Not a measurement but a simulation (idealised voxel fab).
Process module in this document: voxel gate over fins
Cross-section cut spans 255 nm and uses square cells 5 nm in size.
When this document writes out a cross-section, it uses a grid of square cells and lists it as bands, beginning at the top and moving down, with a band standing for one or more rows of cells. Within each band entry, the heights of the top and of the bottom of the band appear first, in that order and in nm; the materials of the band then follow from left to right, each with its corresponding width in nm. The designation "everywhere" on a single material indicates that it fills the band from edge to edge; the designation "blank" indicates empty space. Basically, 0 is our baseline, since under it the wafer straight out of the box is all one material. The bottom band has no lower end and keeps on going down, so it looks like "0..down". Note: "30->40" means the width goes from the first number (top row of the band) to the second number (bottom row) in equal steps per row of cells. Given "changes: none" for a step, no cell of the cross-section differs between before and after that step. The entry titled "Fully sealed voids" provides the empty spaces that have no open way to the top, restricted to those of 8 cells or more. Each is presented as width x height at distance, the distance being measured from the left edge, with all three in nm. Anything after a step's settings on that line? It's the simulator's own note about the step. overlay nm: step with mask; distance mask lay right of planned place; negative value = left of planned place.
# The following list gives the planned process steps
1. RECEIVE, material Si
2. CONFORMAL_DEP, material SiN, thk nm 5
3. DIRECTIONAL_DEP, material aC, thk nm 15
4. PATTERN, tone cover, mask id FINS, material resist, width nm 15, pitch nm 45, thk nm 35, overlay nm 0
5. DIRECTIONAL_ETCH, etch materials aC, depth nm 15
6. STRIP, etch materials resist
7. DIRECTIONAL_ETCH, etch materials SiN, depth nm 5
8. DIRECTIONAL_ETCH, etch materials Si, depth nm 40
9. STRIP, etch materials aC
10. FILL_DEP, material SiO2, thk nm 10
11. CMP, height nm 5
12. SELECTIVE_ETCH, etch materials SiO2, depth nm 15
13. STRIP, etch materials SiN
14. CONFORMAL_DEP, material HfO2, thk nm 5
15. CONFORMAL_DEP, material TiN, thk nm 5
16. CONFORMAL_DEP, material TiAl, thk nm 5
17. CONFORMAL_DEP, material TiN, thk nm 5
18. FILL_DEP, material W, thk nm 10
19. CMP, height nm 25
20. CONFORMAL_DEP, material SiCN, thk nm 10
# Of two wafers, the first: run according to plan
# Incoming wafer, cross-sectional view, post step 1
* 0..down = Si everywhere
* Fully sealed voids: none
# Sectional view: wafer, after step 2
* 5..0 = SiN everywhere
* Heights below 0 show no change.
# Sectional view: wafer, after step 3
* 20..5 = aC everywhere
* Heights below 5 show no change.
# Sectional view: wafer, after step 4
* 55..20 = blank: 95, resist: 15, blank: 30, resist: 15, blank: 100
* Heights below 20 show no change.
# Sectional view: wafer, after step 5
* 40..20 = blank: 95, resist: 15, blank: 30, resist: 15, blank: 100
* 20..5 = blank: 95, aC: 15, blank: 30, aC: 15, blank: 100
* Heights below 5 show no change.
# Sectional view: wafer, after step 6
* 20..5 = blank: 95, aC: 15, blank: 30, aC: 15, blank: 100
* Heights below 5 show no change.
# Sectional view: wafer, after step 7
* 20..5 = blank: 95, aC: 15, blank: 30, aC: 15, blank: 100
* 5..0 = blank: 95, SiN: 15, blank: 30, SiN: 15, blank: 100
* Heights below 0 show no change.
# Sectional view: wafer, after step 8
* 20..5 = blank: 95, aC: 15, blank: 30, aC: 15, blank: 100
* 5..0 = blank: 95, SiN: 15, blank: 30, SiN: 15, blank: 100
* 0..-40 = blank: 95, Si: 15, blank: 30, Si: 15, blank: 100
* Heights below -40 show no change.
# Sectional view: wafer, after step 9
* 5..0 = blank: 95, SiN: 15, blank: 30, SiN: 15, blank: 100
* Heights below 0 show no change.
# Sectional view: wafer, after step 10
* 15..5 = SiO2 everywhere
* 5..0 = SiO2: 95, SiN: 15, SiO2: 30, SiN: 15, SiO2: 100
* 0..-40 = SiO2: 95, Si: 15, SiO2: 30, Si: 15, SiO2: 100
* Heights below -40 show no change.
# Sectional view: wafer, after step 11
* 5..0 = SiO2: 95, SiN: 15, SiO2: 30, SiN: 15, SiO2: 100
* Heights below 0 show no change.
# Sectional view: wafer, after step 12
* 5..0 = blank: 95, SiN: 15, blank: 30, SiN: 15, blank: 100
* 0..-10 = blank: 95, Si: 15, blank: 30, Si: 15, blank: 100
* Heights below -10 show no change.
# Sectional view: wafer, after step 13
* 0..-10 = blank: 95, Si: 15, blank: 30, Si: 15, blank: 100
* Heights below -10 show no change.
# Sectional view: wafer, after step 14
* 5..0 = blank: 90, HfO2: 25, blank: 20, HfO2: 25, blank: 95
* 0..-5 = blank: 90, HfO2: 5, Si: 15, HfO2: 5, blank: 20, HfO2: 5, Si: 15, HfO2: 5, blank: 95
* -5..-10 = HfO2: 95, Si: 15, HfO2: 30, Si: 15, HfO2: 100
* Heights below -10 show no change.
# Sectional view: wafer, after step 15
* 10..5 = blank: 85, TiN: 35, blank: 10, TiN: 35, blank: 90
* 5..0 = blank: 85, TiN: 5, HfO2: 25, TiN: 5, blank: 10, TiN: 5, HfO2: 25, TiN: 5, blank: 90
* 0..-5 = TiN: 90, HfO2: 5, Si: 15, HfO2: 5, TiN: 20, HfO2: 5, Si: 15, HfO2: 5, TiN: 95
* Heights below -5 show no change.
# Sectional view: wafer, after step 16
* 15..10 = blank: 80, TiAl: 90, blank: 85
* 10..5 = blank: 80, TiAl: 5, TiN: 35, TiAl: 10, TiN: 35, TiAl: 5, blank: 85
* 5..0 = TiAl: 85, TiN: 5, HfO2: 25, TiN: 5, TiAl: 10, TiN: 5, HfO2: 25, TiN: 5, TiAl: 90
* Heights below 0 show no change.
# Sectional view: wafer, after step 17
* 20..15 = blank: 75, TiN: 100, blank: 80
* 15..10 = blank: 75, TiN: 5, TiAl: 90, TiN: 5, blank: 80
* 10..5 = TiN: 80, TiAl: 5, TiN: 35, TiAl: 10, TiN: 35, TiAl: 5, TiN: 85
* Heights below 5 show no change.
# Sectional view: wafer, after step 18
* 30..20 = W everywhere
* 20..15 = W: 75, TiN: 100, W: 80
* 15..10 = W: 75, TiN: 5, TiAl: 90, TiN: 5, W: 80
* Heights below 10 show no change.
# Sectional view: wafer, after step 19
* 25..20 = W everywhere
* Heights below 20 show no change.
# Sectional view: wafer, after step 20
* 35..25 = SiCN everywhere
* Heights below 25 show no change.
# Second of two: same start, same plan, one run error; steps up to and including 11 match the first
# Cross-sectional representation of the second wafer at the time designated in the plan for the completion of step 12
* 5..0 = blank: 95, SiN: 15, blank: 30, SiN: 15, blank: 100
* 0..-25 = blank: 95, Si: 15, blank: 30, Si: 15, blank: 100
* Heights below -25 show no change.
# Cross-sectional representation of the second wafer at the time designated in the plan for the completion of step 13
* 0..-25 = blank: 95, Si: 15, blank: 30, Si: 15, blank: 100
* Heights below -25 show no change.
# Cross-sectional representation of the second wafer at the time designated in the plan for the completion of step 14
* 5..0 = blank: 90, HfO2: 25, blank: 20, HfO2: 25, blank: 95
* 0..-20 = blank: 90, HfO2: 5, Si: 15, HfO2: 5, blank: 20, HfO2: 5, Si: 15, HfO2: 5, blank: 95
* -20..-25 = HfO2: 95, Si: 15, HfO2: 30, Si: 15, HfO2: 100
* Heights below -25 show no change.
# Cross-sectional representation of the second wafer at the time designated in the plan for the completion of step 15
* 10..5 = blank: 85, TiN: 35, blank: 10, TiN: 35, blank: 90
* 5..0 = blank: 85, TiN: 5, HfO2: 25, TiN: 5, blank: 10, TiN: 5, HfO2: 25, TiN: 5, blank: 90
* 0..-15 = blank: 85, TiN: 5, HfO2: 5, Si: 15, HfO2: 5, TiN: 5, blank: 10, TiN: 5, HfO2: 5, Si: 15, HfO2: 5, TiN: 5, blank: 90
* -15..-20 = TiN: 90, HfO2: 5, Si: 15, HfO2: 5, TiN: 20, HfO2: 5, Si: 15, HfO2: 5, TiN: 95
* Heights below -20 show no change.
# Cross-sectional representation of the second wafer at the time designated in the plan for the completion of step 16
* 15..10 = blank: 80, TiAl: 90, blank: 85
* 10..5 = blank: 80, TiAl: 5, TiN: 35, TiAl: 10, TiN: 35, TiAl: 5, blank: 85
* 5..0 = blank: 80, TiAl: 5, TiN: 5, HfO2: 25, TiN: 5, TiAl: 10, TiN: 5, HfO2: 25, TiN: 5, TiAl: 5, blank: 85
* 0..-10 = blank: 80, TiAl: 5, TiN: 5, HfO2: 5, Si: 15, HfO2: 5, TiN: 5, TiAl: 10, TiN: 5, HfO2: 5, Si: 15, HfO2: 5, TiN: 5, TiAl: 5, blank: 85
* -10..-15 = TiAl: 85, TiN: 5, HfO2: 5, Si: 15, HfO2: 5, TiN: 5, TiAl: 10, TiN: 5, HfO2: 5, Si: 15, HfO2: 5, TiN: 5, TiAl: 90
* Heights below -15 show no change.
# Cross-sectional representation of the second wafer at the time designated in the plan for the completion of step 17
* 20..15 = blank: 75, TiN: 100, blank: 80
* 15..10 = blank: 75, TiN: 5, TiAl: 90, TiN: 5, blank: 80
* 10..5 = blank: 75, TiN: 5, TiAl: 5, TiN: 35, TiAl: 10, TiN: 35, TiAl: 5, TiN: 5, blank: 80
* 5..0 = blank: 75, TiN: 5, TiAl: 5, TiN: 5, HfO2: 25, TiN: 5, TiAl: 10, TiN: 5, HfO2: 25, TiN: 5, TiAl: 5, TiN: 5, blank: 80
* 0..-5 = blank: 75, TiN: 5, TiAl: 5, TiN: 5, HfO2: 5, Si: 15, HfO2: 5, TiN: 5, TiAl: 10, TiN: 5, HfO2: 5, Si: 15, HfO2: 5, TiN: 5, TiAl: 5, TiN: 5, blank: 80
* -5..-10 = TiN: 80, TiAl: 5, TiN: 5, HfO2: 5, Si: 15, HfO2: 5, TiN: 5, TiAl: 10, TiN: 5, HfO2: 5, Si: 15, HfO2: 5, TiN: 5, TiAl: 5, TiN: 85
* Heights below -10 show no change.
# Cross-sectional representation of the second wafer at the time designated in the plan for the completion of step 18
* 30..20 = W everywhere
* 20..15 = W: 75, TiN: 100, W: 80
* 15..10 = W: 75, TiN: 5, TiAl: 90, TiN: 5, W: 80
* 10..5 = W: 75, TiN: 5, TiAl: 5, TiN: 35, TiAl: 10, TiN: 35, TiAl: 5, TiN: 5, W: 80
* 5..0 = W: 75, TiN: 5, TiAl: 5, TiN: 5, HfO2: 25, TiN: 5, TiAl: 10, TiN: 5, HfO2: 25, TiN: 5, TiAl: 5, TiN: 5, W: 80
* 0..-5 = W: 75, TiN: 5, TiAl: 5, TiN: 5, HfO2: 5, Si: 15, HfO2: 5, TiN: 5, TiAl: 10, TiN: 5, HfO2: 5, Si: 15, HfO2: 5, TiN: 5, TiAl: 5, TiN: 5, W: 80
* Heights below -5 show no change.
# Cross-sectional representation of the second wafer at the time designated in the plan for the completion of step 19
* 25..20 = W everywhere
* Heights below 20 show no change.
# Cross-sectional representation of the second wafer at the time designated in the plan for the completion of step 20
* 35..25 = SiCN everywhere
* Heights below 25 show no change.
Heads up, the wafer didn't run the way we planned it: yeah, plan step 12 got run twice
FYI, end of process, the second wafer has more or fewer cells of some materials than the first: HfO2: 12 more, SiO2: 135 fewer, TiAl: 12 more, TiN: 18 more, W: 93 more
